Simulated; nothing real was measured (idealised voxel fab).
Title: Process Module voxel self aligned contacts
The width of the displayed cross-section, cut, is 260 nm; its cells are square, with a size of 5 nm.
Just so we're on the same page, the cross-sections are grids of square cells, and they're listed out in bands top to bottom, each band one or more rows deep. Per band: top height and bottom height in nm, followed by the left-to-right materials and their widths in nm; "throughout" marks a single material spanning edge to edge, "blank" marks empty space. Height is counted from the level 0, under which the received wafer is composed throughout of one material. The lowest of the bands is not closed at the bottom but continues downward, in the notation "0 -> down". Read "30..40" as a graded width: first number on top, second number at the bottom, same change between each pair of neighbouring rows. Step marked "no modifications"? Then no cell in the cross-section changed in it. Heads up: "Fully enclosed voids" only lists the empty pockets with no open path to the top that are 8 cells or more, and it writes them as width x height at distance, distance from the left edge, in nm. Heads up: the bit after the settings on a step's line is the simulator's remark on that step. A step line may carry the setting "overlay nm", which, for steps involving a mask, states the distance by which the mask lay to the right of its intended position; negative values denote displacement to the left.
[Process steps (planned)]
- 1: RECEIVE: material Si
- 2: OXIDIZE: depth nm 5
- 3: DIRECTIONAL_DEP: material polySi, thk nm 20
- 4: DIRECTIONAL_DEP: material SiN, thk nm 20
- 5: PATTERN: tone cover, mask id GATE, material resist, width nm 35, pitch nm 60, thk nm 15, overlay nm 0
- 6: DIRECTIONAL_ETCH: etch materials SiN, depth nm 20
- 7: DIRECTIONAL_ETCH: etch materials polySi, depth nm 20
- 8: STRIP: etch materials resist
- 9: CONFORMAL_DEP: material SiN, thk nm 5
- 10: DIRECTIONAL_ETCH: etch materials SiN, depth nm 5
- 11: FILL_DEP: material SiO2, thk nm 15
- 12: CMP: height nm 45
- 13: PATTERN: tone open, mask id CONTACT, material resist, width nm 45, thk nm 15, overlay nm -15
- 14: DIRECTIONAL_ETCH: etch materials SiO2, depth nm 50
- 15: STRIP: etch materials resist
- 16: CONFORMAL_DEP: material TiN, thk nm 5
- 17: FILL_DEP: material Ru, thk nm 5
- 18: CMP: height nm 45
- 19: CONFORMAL_DEP: material SiCN, thk nm 5
Among the wafers covered here, the point of difference is the overlay nm at step 13; their starting state is shared, and the plan presents the value of the first wafer.
[First wafer of several, as received: cross-section after step 1]
* 0 -> down  Si throughout
* Fully enclosed voids: none
[Note: the following table is arranged by wafer, a row apiece. Each row reports the end-of-module state: per material, cells gained (+) or cells lost (-) compared with the wafer as received; closed voids follow]
overlay nm -15 | +9 Ru | -52 Si | +52 SiCN | +88 SiN | +340 SiO2 | +27 TiN | +56 polySi | Fully enclosed voids: none
overlay nm -10 | +9 Ru | -52 Si | +52 SiCN | +88 SiN | +340 SiO2 | +27 TiN | +56 polySi | Fully enclosed voids: none
overlay nm -5 | +9 Ru | -52 Si | +52 SiCN | +88 SiN | +340 SiO2 | +27 TiN | +56 polySi | Fully enclosed voids: none
overlay nm 0 | +9 Ru | -52 Si | +52 SiCN | +88 SiN | +340 SiO2 | +27 TiN | +56 polySi | Fully enclosed voids: none
overlay nm 5 | +9 Ru | -52 Si | +52 SiCN | +88 SiN | +340 SiO2 | +27 TiN | +56 polySi | Fully enclosed voids: none
overlay nm 10 | +9 Ru | -52 Si | +52 SiCN | +88 SiN | +340 SiO2 | +27 TiN | +56 polySi | Fully enclosed voids: none
overlay nm 15 | +9 Ru | -52 Si | +52 SiCN | +88 SiN | +340 SiO2 | +27 TiN | +56 polySi | Fully enclosed voids: none
